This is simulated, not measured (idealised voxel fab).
process module | voxel self aligned vias
cross-section cut | 280 nm wide | cells 5 nm
A cross-section is a grid of square cells, given in bands from the top down. A band is one or more rows of cells.
Each band's line starts with the height of the band's top and of its bottom, in nm. Then come its materials from left to right, each with its width in nm. One material with "throughout" fills the band from edge to edge. "air" is empty space.
Height 0 is the level under which the wafer as received is all one material. The lowest band goes on downwards, as in "0 down".
A width such as "30 to 40" changes by the same amount from each row of cells to the next, from the band's top row to its bottom row.
"no change" after a step means that no cell of the cross-section changed.
closed voids: empty space of 8 cells or more with no open way to the top, each as width x height at its distance from the left edge, in nm
after a step's settings: what the simulator itself notes on the step
overlay nm, on a step with a mask: how far to the right of its planned place the mask lay; to the left if negative
plan
1 op RECEIVE | material Si
2 op CONFORMAL_DEP | material SiO2 | thk nm 15
3 op CONFORMAL_DEP | material SiCN | thk nm 5
4 op DIRECTIONAL_DEP | material SiO2 | thk nm 30
5 op DIRECTIONAL_DEP | material aC | thk nm 10
6 op PATTERN | tone open | mask id LINES | material resist | width nm 20 | pitch nm 45 | thk nm 25 | overlay nm 0
7 op DIRECTIONAL_ETCH | etch materials aC | depth nm 10
8 op STRIP | etch materials resist
9 op DIRECTIONAL_ETCH | etch materials SiO2 | depth nm 30
10 op STRIP | etch materials aC
11 op CONFORMAL_DEP | material TiN | thk nm 5
12 op FILL_DEP | material Ru | thk nm 5
13 op CMP | height nm 50
14 op SELECTIVE_ETCH | etch materials W Ru TiN | depth nm 10
15 op FILL_DEP | material SiN | thk nm 5
16 op CMP | height nm 50
17 op DIRECTIONAL_DEP | material SiO2 | thk nm 15
18 op DIRECTIONAL_DEP | material aC | thk nm 10
19 op PATTERN | tone open | mask id VIAS | material resist | width nm 30 | thk nm 25 | overlay nm 0
20 op DIRECTIONAL_ETCH | etch materials aC | depth nm 10
21 op STRIP | etch materials resist
22 op DIRECTIONAL_ETCH | etch materials SiO2 | depth nm 15
23 op DIRECTIONAL_ETCH | etch materials SiN | depth nm 10
24 op STRIP | etch materials aC
25 op CONFORMAL_DEP | material TiN | thk nm 5
26 op FILL_DEP | material Ru | thk nm 10
27 op CMP | height nm 65
28 op CONFORMAL_DEP | material SiCN | thk nm 5
first wafer, as planned
as received, after step 1
  0 down: Si throughout
  closed voids: none
after step 2
  15 to 0: SiO2 throughout
  below 0: unchanged
after step 3
  20 to 15: SiCN throughout
  below 15: unchanged
after step 4
  50 to 20: SiO2 throughout
  below 20: unchanged
after step 5
  60 to 50: aC throughout
  below 50: unchanged
after step 6
  85 to 60: resist 105 | air 20 | resist 25 | air 20 | resist 110
  below 60: unchanged
after step 7
  75 to 60: resist 105 | air 20 | resist 25 | air 20 | resist 110
  60 to 50: aC 105 | air 20 | aC 25 | air 20 | aC 110
  below 50: unchanged
after step 8
  60 to 50: aC 105 | air 20 | aC 25 | air 20 | aC 110
  below 50: unchanged
after step 9
  60 to 50: aC 105 | air 20 | aC 25 | air 20 | aC 110
  50 to 20: SiO2 105 | air 20 | SiO2 25 | air 20 | SiO2 110
  below 20: unchanged
after step 10
  50 to 20: SiO2 105 | air 20 | SiO2 25 | air 20 | SiO2 110
  below 20: unchanged
after step 11
  55 to 50: TiN 110 | air 10 | TiN 35 | air 10 | TiN 115
  50 to 25: SiO2 105 | TiN 5 | air 10 | TiN 5 | SiO2 25 | TiN 5 | air 10 | TiN 5 | SiO2 110
  25 to 20: SiO2 105 | TiN 20 | SiO2 25 | TiN 20 | SiO2 110
  below 20: unchanged
after step 12
  60 to 55: Ru throughout
  55 to 50: TiN 110 | Ru 10 | TiN 35 | Ru 10 | TiN 115
  50 to 25: SiO2 105 | TiN 5 | Ru 10 | TiN 5 | SiO2 25 | TiN 5 | Ru 10 | TiN 5 | SiO2 110
  below 25: unchanged
after step 13
  50 to 25: SiO2 105 | TiN 5 | Ru 10 | TiN 5 | SiO2 25 | TiN 5 | Ru 10 | TiN 5 | SiO2 110
  below 25: unchanged
after step 14
  50 to 40: SiO2 105 | air 20 | SiO2 25 | air 20 | SiO2 110
  below 40: unchanged
after step 15
  55 to 50: SiN throughout
  50 to 40: SiO2 105 | SiN 20 | SiO2 25 | SiN 20 | SiO2 110
  below 40: unchanged
after step 16
  50 to 40: SiO2 105 | SiN 20 | SiO2 25 | SiN 20 | SiO2 110
  below 40: unchanged
after step 17
  65 to 50: SiO2 throughout
  below 50: unchanged
after step 18
  75 to 65: aC throughout
  below 65: unchanged
after step 19
  100 to 75: resist 100 | air 30 | resist 150
  below 75: unchanged
after step 20
  90 to 75: resist 100 | air 30 | resist 150
  75 to 65: aC 100 | air 30 | aC 150
  below 65: unchanged
after step 21
  75 to 65: aC 100 | air 30 | aC 150
  below 65: unchanged
after step 22
  75 to 65: aC 100 | air 30 | aC 150
  65 to 50: SiO2 100 | air 30 | SiO2 150
  below 50: unchanged
after step 23
  75 to 65: aC 100 | air 30 | aC 150
  65 to 50: SiO2 100 | air 30 | SiO2 150
  50 to 40: SiO2 105 | air 20 | SiO2 25 | SiN 20 | SiO2 110
  below 40: unchanged
after step 24
  65 to 50: SiO2 100 | air 30 | SiO2 150
  below 50: unchanged
after step 25
  70 to 65: TiN 105 | air 20 | TiN 155
  65 to 55: SiO2 100 | TiN 5 | air 20 | TiN 5 | SiO2 150
  55 to 50: SiO2 100 | TiN 10 | air 10 | TiN 10 | SiO2 150
  50 to 45: SiO2 105 | TiN 5 | air 10 | TiN 5 | SiO2 25 | SiN 20 | SiO2 110
  45 to 40: SiO2 105 | TiN 20 | SiO2 25 | SiN 20 | SiO2 110
  below 40: unchanged
after step 26
  80 to 70: Ru throughout
  70 to 65: TiN 105 | Ru 20 | TiN 155
  65 to 55: SiO2 100 | TiN 5 | Ru 20 | TiN 5 | SiO2 150
  55 to 50: SiO2 100 | TiN 10 | Ru 10 | TiN 10 | SiO2 150
  50 to 45: SiO2 105 | TiN 5 | Ru 10 | TiN 5 | SiO2 25 | SiN 20 | SiO2 110
  below 45: unchanged
after step 27
  65 to 55: SiO2 100 | TiN 5 | Ru 20 | TiN 5 | SiO2 150
  below 55: unchanged
after step 28
  70 to 65: SiCN throughout
  below 65: unchanged
second wafer: like start, like plan, one mistake. Through step 2 it matches the first wafer
when step 3 should have ended: no change
when step 4 should have ended
  45 to 0: SiO2 throughout
  below 0: unchanged
when step 5 should have ended
  55 to 45: aC throughout
  below 45: unchanged
when step 6 should have ended
  80 to 55: resist 105 | air 20 | resist 25 | air 20 | resist 110
  below 55: unchanged
when step 7 should have ended
  70 to 55: resist 105 | air 20 | resist 25 | air 20 | resist 110
  55 to 45: aC 105 | air 20 | aC 25 | air 20 | aC 110
  below 45: unchanged
when step 8 should have ended
  55 to 45: aC 105 | air 20 | aC 25 | air 20 | aC 110
  below 45: unchanged
when step 9 should have ended
  55 to 45: aC 105 | air 20 | aC 25 | air 20 | aC 110
  45 to 15: SiO2 105 | air 20 | SiO2 25 | air 20 | SiO2 110
  below 15: unchanged
when step 10 should have ended
  45 to 15: SiO2 105 | air 20 | SiO2 25 | air 20 | SiO2 110
  below 15: unchanged
when step 11 should have ended
  50 to 45: TiN 110 | air 10 | TiN 35 | air 10 | TiN 115
  45 to 20: SiO2 105 | TiN 5 | air 10 | TiN 5 | SiO2 25 | TiN 5 | air 10 | TiN 5 | SiO2 110
  20 to 15: SiO2 105 | TiN 20 | SiO2 25 | TiN 20 | SiO2 110
  below 15: unchanged
when step 12 should have ended
  55 to 50: Ru throughout
  50 to 45: TiN 110 | Ru 10 | TiN 35 | Ru 10 | TiN 115
  45 to 20: SiO2 105 | TiN 5 | Ru 10 | TiN 5 | SiO2 25 | TiN 5 | Ru 10 | TiN 5 | SiO2 110
  below 20: unchanged
when step 13 should have ended
  50 to 45: TiN 110 | Ru 10 | TiN 35 | Ru 10 | TiN 115
  below 45: unchanged
when step 14 should have ended
  45 to 40: SiO2 105 | air 20 | SiO2 25 | air 20 | SiO2 110
  below 40: unchanged
when step 15 should have ended
  50 to 45: SiN throughout
  45 to 40: SiO2 105 | SiN 20 | SiO2 25 | SiN 20 | SiO2 110
  below 40: unchanged
when step 16 should have ended: no change
when step 17 should have ended
  65 to 50: SiO2 throughout
  below 50: unchanged
when step 18 should have ended
  75 to 65: aC throughout
  below 65: unchanged
when step 19 should have ended
  100 to 75: resist 100 | air 30 | resist 150
  below 75: unchanged
when step 20 should have ended
  90 to 75: resist 100 | air 30 | resist 150
  75 to 65: aC 100 | air 30 | aC 150
  below 65: unchanged
when step 21 should have ended
  75 to 65: aC 100 | air 30 | aC 150
  below 65: unchanged
when step 22 should have ended
  75 to 65: aC 100 | air 30 | aC 150
  65 to 50: SiO2 100 | air 30 | SiO2 150
  below 50: unchanged
when step 23 should have ended
  75 to 65: aC 100 | air 30 | aC 150
  65 to 50: SiO2 100 | air 30 | SiO2 150
  50 to 45: SiN 100 | air 30 | SiN 150
  45 to 40: SiO2 105 | air 20 | SiO2 25 | SiN 20 | SiO2 110
  below 40: unchanged
when step 24 should have ended
  65 to 50: SiO2 100 | air 30 | SiO2 150
  below 50: unchanged
when step 25 should have ended
  70 to 65: TiN 105 | air 20 | TiN 155
  65 to 50: SiO2 100 | TiN 5 | air 20 | TiN 5 | SiO2 150
  50 to 45: SiN 100 | TiN 10 | air 10 | TiN 10 | SiN 150
  45 to 40: SiO2 105 | TiN 20 | SiO2 25 | SiN 20 | SiO2 110
  below 40: unchanged
when step 26 should have ended
  80 to 70: Ru throughout
  70 to 65: TiN 105 | Ru 20 | TiN 155
  65 to 50: SiO2 100 | TiN 5 | Ru 20 | TiN 5 | SiO2 150
  50 to 45: SiN 100 | TiN 10 | Ru 10 | TiN 10 | SiN 150
  below 45: unchanged
when step 27 should have ended
  65 to 50: SiO2 100 | TiN 5 | Ru 20 | TiN 5 | SiO2 150
  below 50: unchanged
when step 28 should have ended
  70 to 65: SiCN throughout
  below 65: unchanged
what went wrong: step 3 was left out
at the end the second wafer has, in cells: 6 more of Ru | 56 fewer of SiCN | 46 more of SiN | 4 more of TiN
